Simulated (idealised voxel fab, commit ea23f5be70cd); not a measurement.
process module | voxel wiring stack
cross-section cut | 235 nm wide | cells 5 nm
A cross-section is a grid of square cells, given in bands from the top down. A band is one or more rows of cells.
Each band's line starts with the height of the band's top and of its bottom, in nm. Then come its materials from left to right, each with its width in nm. One material with "throughout" fills the band from edge to edge. "air" is empty space.
Height 0 is the level under which the wafer as received is all one material. The lowest band goes on downwards, as in "0 down".
A width such as "30 to 40" changes by the same amount from each row of cells to the next, from the band's top row to its bottom row.
"no change" after a step means that no cell of the cross-section changed.
closed voids: empty space of 8 cells or more with no open way to the top, each as width x height at its distance from the left edge, in nm
after a step's settings: what the simulator itself notes on the step
overlay nm, on a step with a mask: how far to the right of its planned place the mask lay; to the left if negative
Each pair below shows a cross-section before one step and the cross-section after it, down to the lowest band that changed. The line under each pair gives the step between them, with its settings. The pairs can come from different runs of this module on the same starting wafer, so a pair continues from the pair above only where its "before" says so.
before
  0 down: Si throughout
  closed voids: none
after
  10 to 0: SiO2 throughout
  below 0: unchanged
  closed voids: none
the step between: op CONFORMAL_DEP | material SiO2 | thk nm 10
before: the cross-section after the pair above
after
  15 to 10: SiN throughout
  below 10: unchanged
  closed voids: none
the step between: op CONFORMAL_DEP | material SiN | thk nm 5
before: the cross-section after the pair above
after
  40 to 15: lowk throughout
  below 15: unchanged
  closed voids: none
the step between: op DIRECTIONAL_DEP | material lowk | thk nm 25
before: the cross-section after the pair above
after
  55 to 40: aC throughout
  below 40: unchanged
  closed voids: none
the step between: op DIRECTIONAL_DEP | material aC | thk nm 15
before: the cross-section after the pair above
after
  85 to 55: resist 60 | air 25 | resist 20 | air 25 | resist 20 | air 25 | resist 60
  below 55: unchanged
  closed voids: none
the step between: op PATTERN | tone open | mask id METAL_1 | material resist | width nm 25 | pitch nm 45 | thk nm 30 | overlay nm 0
before: the cross-section after the pair above
after
  70 to 55: resist 60 | air 25 | resist 20 | air 25 | resist 20 | air 25 | resist 60
  55 to 40: aC 60 | air 25 | aC 20 | air 25 | aC 20 | air 25 | aC 60
  below 40: unchanged
  closed voids: none
the step between: op DIRECTIONAL_ETCH | etch materials aC | depth nm 15
before: the cross-section after the pair above
after
  55 to 40: aC 60 | air 25 | aC 20 | air 25 | aC 20 | air 25 | aC 60
  below 40: unchanged
  closed voids: none
the step between: op STRIP | etch materials resist
before: the cross-section after the pair above
after
  55 to 40: aC 60 | air 25 | aC 20 | air 25 | aC 20 | air 25 | aC 60
  40 to 15: lowk 60 | air 25 | lowk 20 | air 25 | lowk 20 | air 25 | lowk 60
  below 15: unchanged
  closed voids: none
the step between: op DIRECTIONAL_ETCH | etch materials lowk | depth nm 25
before: the cross-section after the pair above
after
  55 to 40: aC 60 | air 25 | aC 20 | air 25 | aC 20 | air 25 | aC 60
  40 to 15: lowk 60 | air 25 | lowk 20 | air 25 | lowk 20 | air 25 | lowk 60
  15 to 10: SiN 60 | air 25 | SiN 20 | air 25 | SiN 20 | air 25 | SiN 60
  below 10: unchanged
  closed voids: none
the step between: op DIRECTIONAL_ETCH | etch materials SiN | depth nm 5
before: the cross-section after the pair above
after
  40 to 15: lowk 60 | air 25 | lowk 20 | air 25 | lowk 20 | air 25 | lowk 60
  below 15: unchanged
  closed voids: none
the step between: op STRIP | etch materials aC
before: the cross-section after the pair above
after
  45 to 40: TiN 65 | air 15 | TiN 30 | air 15 | TiN 30 | air 15 | TiN 65
  40 to 15: lowk 60 | TiN 5 | air 15 | TiN 5 | lowk 20 | TiN 5 | air 15 | TiN 5 | lowk 20 | TiN 5 | air 15 | TiN 5 | lowk 60
  15 to 10: SiN 60 | TiN 25 | SiN 20 | TiN 25 | SiN 20 | TiN 25 | SiN 60
  below 10: unchanged
  closed voids: none
the step between: op CONFORMAL_DEP | material TiN | thk nm 5
before: the cross-section after the pair above
after
  55 to 45: Ru throughout
  45 to 40: TiN 65 | Ru 15 | TiN 30 | Ru 15 | TiN 30 | Ru 15 | TiN 65
  40 to 15: lowk 60 | TiN 5 | Ru 15 | TiN 5 | lowk 20 | TiN 5 | Ru 15 | TiN 5 | lowk 20 | TiN 5 | Ru 15 | TiN 5 | lowk 60
  below 15: unchanged
  closed voids: none
the step between: op FILL_DEP | material Ru | thk nm 10
before: the cross-section after the pair above
after
  40 to 15: lowk 60 | TiN 5 | Ru 15 | TiN 5 | lowk 20 | TiN 5 | Ru 15 | TiN 5 | lowk 20 | TiN 5 | Ru 15 | TiN 5 | lowk 60
  below 15: unchanged
  closed voids: none
the step between: op CMP | height nm 40
before: the cross-section after the pair above
after
  45 to 40: SiCN throughout
  below 40: unchanged
  closed voids: none
the step between: op CONFORMAL_DEP | material SiCN | thk nm 5
before: the cross-section after the pair above
after
  75 to 45: lowk throughout
  below 45: unchanged
  closed voids: none
the step between: op DIRECTIONAL_DEP | material lowk | thk nm 30
before: the cross-section after the pair above
after
  95 to 75: resist 60 | air 15 | resist 75 | air 15 | resist 70
  below 75: unchanged
  closed voids: none
the step between: op PATTERN | tone open | mask id METAL_2_HOLES | material resist | width nm 15 | pitch nm 90 | thk nm 20 | overlay nm 0
before: the cross-section after the pair above
after
  95 to 75: resist 60 | air 15 | resist 75 | air 15 | resist 70
  75 to 45: lowk 60 | air 15 | lowk 75 | air 15 | lowk 70
  below 45: unchanged
  closed voids: none
the step between: op DIRECTIONAL_ETCH | etch materials lowk | depth nm 30
before: the cross-section after the pair above
after
  75 to 45: lowk 60 | air 15 | lowk 75 | air 15 | lowk 70
  below 45: unchanged
  closed voids: none
the step between: op STRIP | etch materials resist
before: the cross-section after the pair above
after
  90 to 75: resist 60 | air 25 | resist 20 | air 25 | resist 20 | air 25 | resist 60
  below 75: unchanged
  closed voids: none
the step between: op PATTERN | tone open | mask id METAL_2 | material resist | width nm 25 | pitch nm 45 | thk nm 15 | overlay nm 0
before: the cross-section after the pair above
after
  90 to 75: resist 60 | air 25 | resist 20 | air 25 | resist 20 | air 25 | resist 60
  75 to 60: lowk 60 | air 25 | lowk 20 | air 25 | lowk 20 | air 25 | lowk 60
  below 60: unchanged
  closed voids: none
the step between: op DIRECTIONAL_ETCH | etch materials lowk | depth nm 15
before: the cross-section after the pair above
after
  90 to 75: resist 60 | air 25 | resist 20 | air 25 | resist 20 | air 25 | resist 60
  75 to 60: lowk 60 | air 25 | lowk 20 | air 25 | lowk 20 | air 25 | lowk 60
  60 to 45: lowk 60 | air 15 | lowk 75 | air 15 | lowk 70
  45 to 40: SiCN 60 | air 15 | SiCN 75 | air 15 | SiCN 70
  below 40: unchanged
  closed voids: none
the step between: op DIRECTIONAL_ETCH | etch materials SiCN | depth nm 5
before: the cross-section after the pair above
after
  75 to 60: lowk 60 | air 25 | lowk 20 | air 25 | lowk 20 | air 25 | lowk 60
  below 60: unchanged
  closed voids: none
the step between: op STRIP | etch materials resist
before: the cross-section after the pair above
after
  80 to 75: TiN 65 | air 15 | TiN 30 | air 15 | TiN 30 | air 15 | TiN 65
  75 to 65: lowk 60 | TiN 5 | air 15 | TiN 5 | lowk 20 | TiN 5 | air 15 | TiN 5 | lowk 20 | TiN 5 | air 15 | TiN 5 | lowk 60
  65 to 60: lowk 60 | TiN 5 | air 5 | TiN 15 | lowk 20 | TiN 25 | lowk 20 | TiN 5 | air 5 | TiN 15 | lowk 60
  60 to 45: lowk 60 | TiN 5 | air 5 | TiN 5 | lowk 75 | TiN 5 | air 5 | TiN 5 | lowk 70
  45 to 40: SiCN 60 | TiN 15 | SiCN 75 | TiN 15 | SiCN 70
  below 40: unchanged
  closed voids: none
the step between: op CONFORMAL_DEP | material TiN | thk nm 5
before: the cross-section after the pair above
after
  90 to 80: Cu throughout
  80 to 75: TiN 65 | Cu 15 | TiN 30 | Cu 15 | TiN 30 | Cu 15 | TiN 65
  75 to 65: lowk 60 | TiN 5 | Cu 15 | TiN 5 | lowk 20 | TiN 5 | Cu 15 | TiN 5 | lowk 20 | TiN 5 | Cu 15 | TiN 5 | lowk 60
  65 to 60: lowk 60 | TiN 5 | Cu 5 | TiN 15 | lowk 20 | TiN 25 | lowk 20 | TiN 5 | Cu 5 | TiN 15 | lowk 60
  60 to 45: lowk 60 | TiN 5 | Cu 5 | TiN 5 | lowk 75 | TiN 5 | Cu 5 | TiN 5 | lowk 70
  below 45: unchanged
  closed voids: none
the step between: op FILL_DEP | material Cu | thk nm 10
before: the cross-section after the pair above
after
  75 to 65: lowk 60 | TiN 5 | Cu 15 | TiN 5 | lowk 20 | TiN 5 | Cu 15 | TiN 5 | lowk 20 | TiN 5 | Cu 15 | TiN 5 | lowk 60
  below 65: unchanged
  closed voids: none
the step between: op CMP | height nm 75
before: the cross-section after the pair above
after
  80 to 75: SiCN throughout
  below 75: unchanged
  closed voids: none
the step between: op CONFORMAL_DEP | material SiCN | thk nm 5
before: the cross-section after the pair above
after
  110 to 80: SiO2 throughout
  below 80: unchanged
  closed voids: none
the step between: op DIRECTIONAL_DEP | material SiO2 | thk nm 30
before: the cross-section after the pair above
after
  110 to 95: SiO2 60 | air 25 | SiO2 20 | air 25 | SiO2 20 | air 25 | SiO2 60
  below 95: unchanged
  closed voids: none
the step between: op MASKED_ETCH | tone open | mask id METAL_3 | width nm 25 | pitch nm 45 | etch materials SiO2 | depth nm 15 | overlay nm 0
before: the cross-section after the pair above
after
  130 to 110: resist 60 | air 15 | resist 75 | air 15 | resist 70
  110 to 95: SiO2 60 | air 15 | resist 10 | SiO2 20 | resist 25 | SiO2 20 | air 15 | resist 10 | SiO2 60
  below 95: unchanged
  closed voids: none
the step between: op PATTERN | tone open | mask id METAL_3_HOLES | material resist | width nm 15 | pitch nm 90 | thk nm 20 | overlay nm 0
before: the cross-section after the pair above
after
  130 to 110: resist 60 | air 15 | resist 75 | air 15 | resist 70
  110 to 95: SiO2 60 | air 15 | resist 10 | SiO2 20 | resist 25 | SiO2 20 | air 15 | resist 10 | SiO2 60
  95 to 80: SiO2 60 | air 15 | SiO2 75 | air 15 | SiO2 70
  below 80: unchanged
  closed voids: none
the step between: op DIRECTIONAL_ETCH | etch materials SiO2 | depth nm 15
before: the cross-section after the pair above
after
  130 to 110: resist 60 | air 15 | resist 75 | air 15 | resist 70
  110 to 95: SiO2 60 | air 15 | resist 10 | SiO2 20 | resist 25 | SiO2 20 | air 15 | resist 10 | SiO2 60
  95 to 80: SiO2 60 | air 15 | SiO2 75 | air 15 | SiO2 70
  80 to 75: SiCN 60 | air 15 | SiCN 75 | air 15 | SiCN 70
  below 75: unchanged
  closed voids: none
the step between: op DIRECTIONAL_ETCH | etch materials SiCN | depth nm 5
before: the cross-section after the pair above
after
  110 to 95: SiO2 60 | air 25 | SiO2 20 | air 25 | SiO2 20 | air 25 | SiO2 60
  below 95: unchanged
  closed voids: none
the step between: op STRIP | etch materials resist
before: the cross-section after the pair above
after
  115 to 110: TiN 65 | air 15 | TiN 30 | air 15 | TiN 30 | air 15 | TiN 65
  110 to 100: SiO2 60 | TiN 5 | air 15 | TiN 5 | SiO2 20 | TiN 5 | air 15 | TiN 5 | SiO2 20 | TiN 5 | air 15 | TiN 5 | SiO2 60
  100 to 95: SiO2 60 | TiN 5 | air 5 | TiN 15 | SiO2 20 | TiN 25 | SiO2 20 | TiN 5 | air 5 | TiN 15 | SiO2 60
  95 to 80: SiO2 60 | TiN 5 | air 5 | TiN 5 | SiO2 75 | TiN 5 | air 5 | TiN 5 | SiO2 70
  80 to 75: SiCN 60 | TiN 15 | SiCN 75 | TiN 15 | SiCN 70
  below 75: unchanged
  closed voids: none
the step between: op CONFORMAL_DEP | material TiN | thk nm 5
before: the cross-section after the pair above
after
  120 to 115: Ru throughout
  115 to 110: TiN 65 | Ru 15 | TiN 30 | Ru 15 | TiN 30 | Ru 15 | TiN 65
  110 to 100: SiO2 60 | TiN 5 | Ru 15 | TiN 5 | SiO2 20 | TiN 5 | Ru 15 | TiN 5 | SiO2 20 | TiN 5 | Ru 15 | TiN 5 | SiO2 60
  100 to 95: SiO2 60 | TiN 5 | Ru 5 | TiN 15 | SiO2 20 | TiN 25 | SiO2 20 | TiN 5 | Ru 5 | TiN 15 | SiO2 60
  95 to 80: SiO2 60 | TiN 5 | Ru 5 | TiN 5 | SiO2 75 | TiN 5 | Ru 5 | TiN 5 | SiO2 70
  below 80: unchanged
  closed voids: none
the step between: op FILL_DEP | material Ru | thk nm 5
before: the cross-section after the pair above
after
  110 to 100: SiO2 60 | TiN 5 | Ru 15 | TiN 5 | SiO2 20 | TiN 5 | Ru 15 | TiN 5 | SiO2 20 | TiN 5 | Ru 15 | TiN 5 | SiO2 60
  below 100: unchanged
  closed voids: none
the step between: op CMP | height nm 110
before: the cross-section after the pair above
after
  115 to 110: SiN throughout
  below 110: unchanged
  closed voids: none
the step between: op CONFORMAL_DEP | material SiN | thk nm 5
before
  90 to 80: Cu throughout
  80 to 75: TiN 65 | Cu 15 | TiN 30 | Cu 15 | TiN 30 | Cu 15 | TiN 65
  75 to 65: lowk 60 | TiN 5 | Cu 15 | TiN 5 | lowk 20 | TiN 5 | Cu 15 | TiN 5 | lowk 20 | TiN 5 | Cu 15 | TiN 5 | lowk 60
  65 to 60: lowk 60 | TiN 5 | Cu 5 | TiN 15 | lowk 20 | TiN 25 | lowk 20 | TiN 5 | Cu 5 | TiN 15 | lowk 60
  60 to 45: lowk 60 | TiN 5 | Cu 5 | TiN 5 | lowk 75 | TiN 5 | Cu 5 | TiN 5 | lowk 70
  45 to 40: SiCN 60 | TiN 15 | SiCN 75 | TiN 15 | SiCN 70
  40 to 15: lowk 60 | TiN 5 | Ru 15 | TiN 5 | lowk 20 | TiN 5 | Ru 15 | TiN 5 | lowk 20 | TiN 5 | Ru 15 | TiN 5 | lowk 60
  15 to 10: SiN 60 | TiN 25 | SiN 20 | TiN 25 | SiN 20 | TiN 25 | SiN 60
  10 to 0: SiO2 throughout
  0 down: Si throughout
  closed voids: none
after
  95 to 90: SiCN throughout
  below 90: unchanged
  closed voids: none
the step between: op CONFORMAL_DEP | material SiCN | thk nm 5
before: the cross-section after the pair above
after
  125 to 95: SiO2 throughout
  below 95: unchanged
  closed voids: none
the step between: op DIRECTIONAL_DEP | material SiO2 | thk nm 30
before: the cross-section after the pair above
after
  125 to 110: SiO2 60 | air 25 | SiO2 20 | air 25 | SiO2 20 | air 25 | SiO2 60
  below 110: unchanged
  closed voids: none
the step between: op MASKED_ETCH | tone open | mask id METAL_3 | width nm 25 | pitch nm 45 | etch materials SiO2 | depth nm 15 | overlay nm 0
before: the cross-section after the pair above
after
  145 to 125: resist 60 | air 15 | resist 75 | air 15 | resist 70
  125 to 110: SiO2 60 | air 15 | resist 10 | SiO2 20 | resist 25 | SiO2 20 | air 15 | resist 10 | SiO2 60
  below 110: unchanged
  closed voids: none
the step between: op PATTERN | tone open | mask id METAL_3_HOLES | material resist | width nm 15 | pitch nm 90 | thk nm 20 | overlay nm 0
before: the cross-section after the pair above
after
  145 to 125: resist 60 | air 15 | resist 75 | air 15 | resist 70
  125 to 110: SiO2 60 | air 15 | resist 10 | SiO2 20 | resist 25 | SiO2 20 | air 15 | resist 10 | SiO2 60
  110 to 95: SiO2 60 | air 15 | SiO2 75 | air 15 | SiO2 70
  below 95: unchanged
  closed voids: none
the step between: op DIRECTIONAL_ETCH | etch materials SiO2 | depth nm 15
before: the cross-section after the pair above
after
  145 to 125: resist 60 | air 15 | resist 75 | air 15 | resist 70
  125 to 110: SiO2 60 | air 15 | resist 10 | SiO2 20 | resist 25 | SiO2 20 | air 15 | resist 10 | SiO2 60
  110 to 95: SiO2 60 | air 15 | SiO2 75 | air 15 | SiO2 70
  95 to 90: SiCN 60 | air 15 | SiCN 75 | air 15 | SiCN 70
  below 90: unchanged
  closed voids: none
the step between: op DIRECTIONAL_ETCH | etch materials SiCN | depth nm 5
before: the cross-section after the pair above
after
  125 to 110: SiO2 60 | air 25 | SiO2 20 | air 25 | SiO2 20 | air 25 | SiO2 60
  below 110: unchanged
  closed voids: none
the step between: op STRIP | etch materials resist
before: the cross-section after the pair above
after
  130 to 125: TiN 65 | air 15 | TiN 30 | air 15 | TiN 30 | air 15 | TiN 65
  125 to 115: SiO2 60 | TiN 5 | air 15 | TiN 5 | SiO2 20 | TiN 5 | air 15 | TiN 5 | SiO2 20 | TiN 5 | air 15 | TiN 5 | SiO2 60
  115 to 110: SiO2 60 | TiN 5 | air 5 | TiN 15 | SiO2 20 | TiN 25 | SiO2 20 | TiN 5 | air 5 | TiN 15 | SiO2 60
  110 to 95: SiO2 60 | TiN 5 | air 5 | TiN 5 | SiO2 75 | TiN 5 | air 5 | TiN 5 | SiO2 70
  95 to 90: SiCN 60 | TiN 15 | SiCN 75 | TiN 15 | SiCN 70
  below 90: unchanged
  closed voids: none
the step between: op CONFORMAL_DEP | material TiN | thk nm 5
before: the cross-section after the pair above
after
  135 to 130: Ru throughout
  130 to 125: TiN 65 | Ru 15 | TiN 30 | Ru 15 | TiN 30 | Ru 15 | TiN 65
  125 to 115: SiO2 60 | TiN 5 | Ru 15 | TiN 5 | SiO2 20 | TiN 5 | Ru 15 | TiN 5 | SiO2 20 | TiN 5 | Ru 15 | TiN 5 | SiO2 60
  115 to 110: SiO2 60 | TiN 5 | Ru 5 | TiN 15 | SiO2 20 | TiN 25 | SiO2 20 | TiN 5 | Ru 5 | TiN 15 | SiO2 60
  110 to 95: SiO2 60 | TiN 5 | Ru 5 | TiN 5 | SiO2 75 | TiN 5 | Ru 5 | TiN 5 | SiO2 70
  below 95: unchanged
  closed voids: none
the step between: op FILL_DEP | material Ru | thk nm 5
before: the cross-section after the pair above
after
  110 to 95: SiO2 60 | TiN 5 | Ru 5 | TiN 5 | SiO2 75 | TiN 5 | Ru 5 | TiN 5 | SiO2 70
  below 95: unchanged
  closed voids: none
the step between: op CMP | height nm 110
before: the cross-section after the pair above
after
  115 to 110: SiN throughout
  below 110: unchanged
  closed voids: none
the step between: op CONFORMAL_DEP | material SiN | thk nm 5
before
  90 to 75: resist 60 | air 25 | resist 20 | air 25 | resist 20 | air 25 | resist 60
  75 to 60: lowk 60 | air 25 | lowk 20 | air 25 | lowk 20 | air 25 | lowk 60
  60 to 45: lowk 60 | air 15 | lowk 75 | air 15 | lowk 70
  45 to 40: SiCN throughout
  40 to 15: lowk 60 | TiN 5 | Ru 15 | TiN 5 | lowk 20 | TiN 5 | Ru 15 | TiN 5 | lowk 20 | TiN 5 | Ru 15 | TiN 5 | lowk 60
  15 to 10: SiN 60 | TiN 25 | SiN 20 | TiN 25 | SiN 20 | TiN 25 | SiN 60
  10 to 0: SiO2 throughout
  0 down: Si throughout
  closed voids: none
after
  90 to 75: resist 60 | air 25 | resist 20 | air 25 | resist 20 | air 25 | resist 60
  75 to 45: lowk 60 | air 25 | lowk 20 | air 25 | lowk 20 | air 25 | lowk 60
  below 45: unchanged
  closed voids: none
the step between: op DIRECTIONAL_ETCH | etch materials lowk | depth nm 15
before: the cross-section after the pair above
after
  90 to 75: resist 60 | air 25 | resist 20 | air 25 | resist 20 | air 25 | resist 60
  75 to 45: lowk 60 | air 25 | lowk 20 | air 25 | lowk 20 | air 25 | lowk 60
  45 to 40: SiCN 60 | air 25 | SiCN 20 | air 25 | SiCN 20 | air 25 | SiCN 60
  below 40: unchanged
  closed voids: none
the step between: op DIRECTIONAL_ETCH | etch materials SiCN | depth nm 5
before: the cross-section after the pair above
after
  75 to 45: lowk 60 | air 25 | lowk 20 | air 25 | lowk 20 | air 25 | lowk 60
  below 45: unchanged
  closed voids: none
the step between: op STRIP | etch materials resist
before: the cross-section after the pair above
after
  80 to 75: TiN 65 | air 15 | TiN 30 | air 15 | TiN 30 | air 15 | TiN 65
  75 to 45: lowk 60 | TiN 5 | air 15 | TiN 5 | lowk 20 | TiN 5 | air 15 | TiN 5 | lowk 20 | TiN 5 | air 15 | TiN 5 | lowk 60
  45 to 40: SiCN 60 | TiN 25 | SiCN 20 | TiN 25 | SiCN 20 | TiN 25 | SiCN 60
  below 40: unchanged
  closed voids: none
the step between: op CONFORMAL_DEP | material TiN | thk nm 5
before: the cross-section after the pair above
after
  90 to 80: Cu throughout
  80 to 75: TiN 65 | Cu 15 | TiN 30 | Cu 15 | TiN 30 | Cu 15 | TiN 65
  75 to 45: lowk 60 | TiN 5 | Cu 15 | TiN 5 | lowk 20 | TiN 5 | Cu 15 | TiN 5 | lowk 20 | TiN 5 | Cu 15 | TiN 5 | lowk 60
  below 45: unchanged
  closed voids: none
the step between: op FILL_DEP | material Cu | thk nm 10
before: the cross-section after the pair above
after
  75 to 45: lowk 60 | TiN 5 | Cu 15 | TiN 5 | lowk 20 | TiN 5 | Cu 15 | TiN 5 | lowk 20 | TiN 5 | Cu 15 | TiN 5 | lowk 60
  below 45: unchanged
  closed voids: none
the step between: op CMP | height nm 75
before: the cross-section after the pair above
after
  80 to 75: SiCN throughout
  below 75: unchanged
  closed voids: none
the step between: op CONFORMAL_DEP | material SiCN | thk nm 5
before: the cross-section after the pair above
after
  110 to 80: SiO2 throughout
  below 80: unchanged
  closed voids: none
the step between: op DIRECTIONAL_DEP | material SiO2 | thk nm 30
before: the cross-section after the pair above
after
  110 to 95: SiO2 60 | air 25 | SiO2 20 | air 25 | SiO2 20 | air 25 | SiO2 60
  below 95: unchanged
  closed voids: none
the step between: op MASKED_ETCH | tone open | mask id METAL_3 | width nm 25 | pitch nm 45 | etch materials SiO2 | depth nm 15 | overlay nm 0
before: the cross-section after the pair above
after
  130 to 110: resist 60 | air 15 | resist 75 | air 15 | resist 70
  110 to 95: SiO2 60 | air 15 | resist 10 | SiO2 20 | resist 25 | SiO2 20 | air 15 | resist 10 | SiO2 60
  below 95: unchanged
  closed voids: none
the step between: op PATTERN | tone open | mask id METAL_3_HOLES | material resist | width nm 15 | pitch nm 90 | thk nm 20 | overlay nm 0
before: the cross-section after the pair above
after
  130 to 110: resist 60 | air 15 | resist 75 | air 15 | resist 70
  110 to 95: SiO2 60 | air 15 | resist 10 | SiO2 20 | resist 25 | SiO2 20 | air 15 | resist 10 | SiO2 60
  95 to 80: SiO2 60 | air 15 | SiO2 75 | air 15 | SiO2 70
  below 80: unchanged
  closed voids: none
the step between: op DIRECTIONAL_ETCH | etch materials SiO2 | depth nm 15
before: the cross-section after the pair above
after
  130 to 110: resist 60 | air 15 | resist 75 | air 15 | resist 70
  110 to 95: SiO2 60 | air 15 | resist 10 | SiO2 20 | resist 25 | SiO2 20 | air 15 | resist 10 | SiO2 60
  95 to 80: SiO2 60 | air 15 | SiO2 75 | air 15 | SiO2 70
  80 to 75: SiCN 60 | air 15 | SiCN 75 | air 15 | SiCN 70
  below 75: unchanged
  closed voids: none
the step between: op DIRECTIONAL_ETCH | etch materials SiCN | depth nm 5
before: the cross-section after the pair above
after
  110 to 95: SiO2 60 | air 25 | SiO2 20 | air 25 | SiO2 20 | air 25 | SiO2 60
  below 95: unchanged
  closed voids: none
the step between: op STRIP | etch materials resist
before: the cross-section after the pair above
after
  115 to 110: TiN 65 | air 15 | TiN 30 | air 15 | TiN 30 | air 15 | TiN 65
  110 to 100: SiO2 60 | TiN 5 | air 15 | TiN 5 | SiO2 20 | TiN 5 | air 15 | TiN 5 | SiO2 20 | TiN 5 | air 15 | TiN 5 | SiO2 60
  100 to 95: SiO2 60 | TiN 5 | air 5 | TiN 15 | SiO2 20 | TiN 25 | SiO2 20 | TiN 5 | air 5 | TiN 15 | SiO2 60
  95 to 80: SiO2 60 | TiN 5 | air 5 | TiN 5 | SiO2 75 | TiN 5 | air 5 | TiN 5 | SiO2 70
  80 to 75: SiCN 60 | TiN 15 | SiCN 75 | TiN 15 | SiCN 70
  below 75: unchanged
  closed voids: none
the step between: op CONFORMAL_DEP | material TiN | thk nm 5
before: the cross-section after the pair above
after
  120 to 115: Ru throughout
  115 to 110: TiN 65 | Ru 15 | TiN 30 | Ru 15 | TiN 30 | Ru 15 | TiN 65
  110 to 100: SiO2 60 | TiN 5 | Ru 15 | TiN 5 | SiO2 20 | TiN 5 | Ru 15 | TiN 5 | SiO2 20 | TiN 5 | Ru 15 | TiN 5 | SiO2 60
  100 to 95: SiO2 60 | TiN 5 | Ru 5 | TiN 15 | SiO2 20 | TiN 25 | SiO2 20 | TiN 5 | Ru 5 | TiN 15 | SiO2 60
  95 to 80: SiO2 60 | TiN 5 | Ru 5 | TiN 5 | SiO2 75 | TiN 5 | Ru 5 | TiN 5 | SiO2 70
  below 80: unchanged
  closed voids: none
the step between: op FILL_DEP | material Ru | thk nm 5
before: the cross-section after the pair above
after
  110 to 100: SiO2 60 | TiN 5 | Ru 15 | TiN 5 | SiO2 20 | TiN 5 | Ru 15 | TiN 5 | SiO2 20 | TiN 5 | Ru 15 | TiN 5 | SiO2 60
  below 100: unchanged
  closed voids: none
the step between: op CMP | height nm 110
before: the cross-section after the pair above
after
  115 to 110: SiN throughout
  below 110: unchanged
  closed voids: none
the step between: op CONFORMAL_DEP | material SiN | thk nm 5
before
  0 down: Si throughout
  closed voids: none
after
  5 to 0: SiN throughout
  below 0: unchanged
  closed voids: none
the step between: op CONFORMAL_DEP | material SiN | thk nm 5
before: the cross-section after the pair above
after
  15 to 5: SiO2 throughout
  below 5: unchanged
  closed voids: none
the step between: op CONFORMAL_DEP | material SiO2 | thk nm 10
before: the cross-section after the pair above
after
  40 to 15: lowk throughout
  below 15: unchanged
  closed voids: none
the step between: op DIRECTIONAL_DEP | material lowk | thk nm 25
before: the cross-section after the pair above
after
  55 to 40: aC throughout
  below 40: unchanged
  closed voids: none
the step between: op DIRECTIONAL_DEP | material aC | thk nm 15
before: the cross-section after the pair above
after
  85 to 55: resist 60 | air 25 | resist 20 | air 25 | resist 20 | air 25 | resist 60
  below 55: unchanged
  closed voids: none
the step between: op PATTERN | tone open | mask id METAL_1 | material resist | width nm 25 | pitch nm 45 | thk nm 30 | overlay nm 0
before: the cross-section after the pair above
after
  70 to 55: resist 60 | air 25 | resist 20 | air 25 | resist 20 | air 25 | resist 60
  55 to 40: aC 60 | air 25 | aC 20 | air 25 | aC 20 | air 25 | aC 60
  below 40: unchanged
  closed voids: none
the step between: op DIRECTIONAL_ETCH | etch materials aC | depth nm 15
before: the cross-section after the pair above
after
  55 to 40: aC 60 | air 25 | aC 20 | air 25 | aC 20 | air 25 | aC 60
  below 40: unchanged
  closed voids: none
the step between: op STRIP | etch materials resist
before: the cross-section after the pair above
after
  55 to 40: aC 60 | air 25 | aC 20 | air 25 | aC 20 | air 25 | aC 60
  40 to 15: lowk 60 | air 25 | lowk 20 | air 25 | lowk 20 | air 25 | lowk 60
  below 15: unchanged
  closed voids: none
the step between: op DIRECTIONAL_ETCH | etch materials lowk | depth nm 25
before: the cross-section after the pair above
after
  40 to 15: lowk 60 | air 25 | lowk 20 | air 25 | lowk 20 | air 25 | lowk 60
  below 15: unchanged
  closed voids: none
the step between: op STRIP | etch materials aC
before: the cross-section after the pair above
after
  45 to 40: TiN 65 | air 15 | TiN 30 | air 15 | TiN 30 | air 15 | TiN 65
  40 to 20: lowk 60 | TiN 5 | air 15 | TiN 5 | lowk 20 | TiN 5 | air 15 | TiN 5 | lowk 20 | TiN 5 | air 15 | TiN 5 | lowk 60
  20 to 15: lowk 60 | TiN 25 | lowk 20 | TiN 25 | lowk 20 | TiN 25 | lowk 60
  below 15: unchanged
  closed voids: none
the step between: op CONFORMAL_DEP | material TiN | thk nm 5
before: the cross-section after the pair above
after
  55 to 45: Ru throughout
  45 to 40: TiN 65 | Ru 15 | TiN 30 | Ru 15 | TiN 30 | Ru 15 | TiN 65
  40 to 20: lowk 60 | TiN 5 | Ru 15 | TiN 5 | lowk 20 | TiN 5 | Ru 15 | TiN 5 | lowk 20 | TiN 5 | Ru 15 | TiN 5 | lowk 60
  below 20: unchanged
  closed voids: none
the step between: op FILL_DEP | material Ru | thk nm 10
before: the cross-section after the pair above
after
  40 to 20: lowk 60 | TiN 5 | Ru 15 | TiN 5 | lowk 20 | TiN 5 | Ru 15 | TiN 5 | lowk 20 | TiN 5 | Ru 15 | TiN 5 | lowk 60
  below 20: unchanged
  closed voids: none
the step between: op CMP | height nm 40
before: the cross-section after the pair above
after
  45 to 40: SiCN throughout
  below 40: unchanged
  closed voids: none
the step between: op CONFORMAL_DEP | material SiCN | thk nm 5
before: the cross-section after the pair above
after
  75 to 45: lowk throughout
  below 45: unchanged
  closed voids: none
the step between: op DIRECTIONAL_DEP | material lowk | thk nm 30
before: the cross-section after the pair above
after
  95 to 75: resist 60 | air 15 | resist 75 | air 15 | resist 70
  below 75: unchanged
  closed voids: none
the step between: op PATTERN | tone open | mask id METAL_2_HOLES | material resist | width nm 15 | pitch nm 90 | thk nm 20 | overlay nm 0
before: the cross-section after the pair above
after
  95 to 75: resist 60 | air 15 | resist 75 | air 15 | resist 70
  75 to 45: lowk 60 | air 15 | lowk 75 | air 15 | lowk 70
  below 45: unchanged
  closed voids: none
the step between: op DIRECTIONAL_ETCH | etch materials lowk | depth nm 30
before: the cross-section after the pair above
after
  75 to 45: lowk 60 | air 15 | lowk 75 | air 15 | lowk 70
  below 45: unchanged
  closed voids: none
the step between: op STRIP | etch materials resist
before: the cross-section after the pair above
after
  90 to 75: resist 60 | air 25 | resist 20 | air 25 | resist 20 | air 25 | resist 60
  below 75: unchanged
  closed voids: none
the step between: op PATTERN | tone open | mask id METAL_2 | material resist | width nm 25 | pitch nm 45 | thk nm 15 | overlay nm 0
before: the cross-section after the pair above
after
  90 to 75: resist 60 | air 25 | resist 20 | air 25 | resist 20 | air 25 | resist 60
  75 to 60: lowk 60 | air 25 | lowk 20 | air 25 | lowk 20 | air 25 | lowk 60
  below 60: unchanged
  closed voids: none
the step between: op DIRECTIONAL_ETCH | etch materials lowk | depth nm 15
before: the cross-section after the pair above
after
  90 to 75: resist 60 | air 25 | resist 20 | air 25 | resist 20 | air 25 | resist 60
  75 to 60: lowk 60 | air 25 | lowk 20 | air 25 | lowk 20 | air 25 | lowk 60
  60 to 45: lowk 60 | air 15 | lowk 75 | air 15 | lowk 70
  45 to 40: SiCN 60 | air 15 | SiCN 75 | air 15 | SiCN 70
  below 40: unchanged
  closed voids: none
the step between: op DIRECTIONAL_ETCH | etch materials SiCN | depth nm 5
before: the cross-section after the pair above
after
  75 to 60: lowk 60 | air 25 | lowk 20 | air 25 | lowk 20 | air 25 | lowk 60
  below 60: unchanged
  closed voids: none
the step between: op STRIP | etch materials resist
